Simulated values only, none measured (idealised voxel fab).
Herein follows the process module entitled voxel ribs on slabs.
Section cut is 140 nm wide and gridded with 5 nm square cells.
Cross-sections here: square-cell grids, written as top-down lists of bands, a band being one or more rows of cells.
Band: top height; bottom height; in nm. Then, left to right: material with width in nm, for each material. "full width": a single material spanning edge to edge. "empty": empty space.
Note: height 0 marks the level under which the wafer is uniformly one material as received. Lowest band unbounded below, written "from 0 down".
Width: "30..40" (first number = top row, second number = bottom row, same change from row to row of cells).
Reading "all unchanged" for a step: not a cell of the cross-section changed in it.
"Trapped void list" lists enclosed empty spaces (at least 8 cells, no open path upward to the top), each as width x height at distance from the left edge, in nm.
It should be noted that, on the line of a given step, the content following the step's settings is a remark produced by the simulator itself with respect to that step.
Regarding "overlay nm": on a step with a mask, it is the distance the mask lay to the right of its planned place; a negative value places it to the left.

**Steps planned for the process**
step 1: RECEIVE,material Si
step 2: DIRECTIONAL_DEP,material SiO2,thk nm 20
step 3: DIRECTIONAL_DEP,material polySi,thk nm 25
step 4: PATTERN,tone cover,mask id RIB,material resist,width nm 30,thk nm 15,overlay nm 0
step 5: DIRECTIONAL_ETCH,etch materials polySi,depth nm 10
step 6: STRIP,etch materials resist
step 7: DIRECTIONAL_DEP,material aC,thk nm 15
step 8: PATTERN,tone cover,mask id SLAB,material resist,width nm 90,thk nm 30,overlay nm 0
step 9: DIRECTIONAL_ETCH,etch materials aC,depth nm 15
step 10: STRIP,etch materials resist
step 11: DIRECTIONAL_ETCH,etch materials polySi,depth nm 15
step 12: STRIP,etch materials aC
step 13: FILL_DEP,material SiO2,thk nm 25
step 14: CMP,height nm 60
step 15: DIRECTIONAL_DEP,material W,thk nm 10
step 16: MASKED_ETCH,tone cover,mask id HEATER,width nm 40,etch materials W,depth nm 10,overlay nm 0
step 17: CONFORMAL_DEP,material SiN,thk nm 10

**So this is the incoming wafer in cross-section - it's already been through step 1**
	from 0 down | Si full width
	Trapped void list: none

**Looking at the first of two wafers in cross-section at end of module - ran to plan**
	from 80 to 70 | 40 empty, then 60 SiN, then 40 empty
	from 70 to 60 | 50 SiN, then 40 W, then 50 SiN
	from 60 to 45 | SiO2 full width
	from 45 to 35 | 55 SiO2, then 30 polySi, then 55 SiO2
	from 35 to 20 | 25 SiO2, then 90 polySi, then 25 SiO2
	from 20 to 0 | SiO2 full width
	from 0 down | Si full width
	Trapped void list: none

**Cross-section, second wafer: same start as the first, same plan as the first, one mistake in running it; taken at the end of the module**
	from 80 to 70 | 40 empty, then 60 SiN, then 40 empty
	from 70 to 60 | 50 SiN, then 40 W, then 50 SiN
	from 60 to 35 | SiO2 full width
	from 35 to 30 | 25 polySi, then 90 SiO2, then 25 polySi
	from 30 to 20 | 25 polySi, then 30 SiO2, then 30 polySi, then 30 SiO2, then 25 polySi
	from 20 to 0 | SiO2 full width
	from 0 down | Si full width
	Trapped void list: none
Finding, execution versus plan: heads up, step 8 didn't go per plan, it actually ran as PATTERN,tone open,mask id SLAB,material resist,width nm 90,thk nm 30,overlay nm 0
Final wafer comparison in cells, second versus first, more or fewer per material: 24 more of SiO2 | 24 fewer of polySi
